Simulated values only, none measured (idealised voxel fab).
process module | voxel gate over fins
cross-section cut | 150 nm wide | cells 5 nm
A cross-section is a grid of square cells, given in bands from the top down. A band is one or more rows of cells.
Each band's line starts with the height of the band's top and of its bottom, in nm. Then come its materials from left to right, each with its width in nm. One material with "throughout" fills the band from edge to edge. "air" is empty space.
Height 0 is the level under which the wafer as received is all one material. The lowest band goes on downwards, as in "0 down".
A width such as "30 to 40" changes by the same amount from each row of cells to the next, from the band's top row to its bottom row.
"no change" after a step means that no cell of the cross-section changed.
closed voids: empty space of 8 cells or more with no open way to the top, each as width x height at its distance from the left edge, in nm
after a step's settings: what the simulator itself notes on the step
overlay nm, on a step with a mask: how far to the right of its planned place the mask lay; to the left if negative
plan
1 op RECEIVE | material Si
2 op CONFORMAL_DEP | material SiN | thk nm 5
3 op MASKED_ETCH | tone cover | mask id FINS | width nm 15 | pitch nm 45 | etch materials SiN | depth nm 5 | overlay nm 0
4 op MASKED_ETCH | tone cover | mask id FINS | width nm 15 | pitch nm 45 | etch materials Si | depth nm 30 | overlay nm 0
5 op OXIDIZE | depth nm 5
6 op FILL_DEP | material SiO2 | thk nm 10
7 op CMP | height nm 5
8 op SELECTIVE_ETCH | etch materials SiO2 | depth nm 15
9 op STRIP | etch materials SiN
10 op CONFORMAL_DEP | material HfO2 | thk nm 5
11 op CONFORMAL_DEP | material TiN | thk nm 5
12 op FILL_DEP | material W | thk nm 15
13 op CMP | height nm 20
14 op CONFORMAL_DEP | material SiCN | thk nm 10
as received, after step 1
  0 down: Si throughout
  closed voids: none
a wafer at the end: this start, this plan, one mistake
  30 to 20: SiCN throughout
  20 to 10: W throughout
  10 to 5: W 40 | SiN 25 | W 20 | SiN 25 | W 40
  5 to 0: W 40 | SiN 5 | HfO2 15 | SiN 5 | W 20 | SiN 5 | HfO2 15 | SiN 5 | W 40
  0 to -5: SiN 45 | HfO2 5 | Si 5 | HfO2 5 | SiN 30 | HfO2 5 | Si 5 | HfO2 5 | SiN 45
  -5 to -10: HfO2 50 | Si 5 | HfO2 40 | Si 5 | HfO2 50
  -10 to -35: SiO2 50 | Si 5 | SiO2 40 | Si 5 | SiO2 50
  -35 down: Si throughout
  closed voids: none
what went wrong: step 11 ran as: op CONFORMAL_DEP | material SiN | thk nm 5
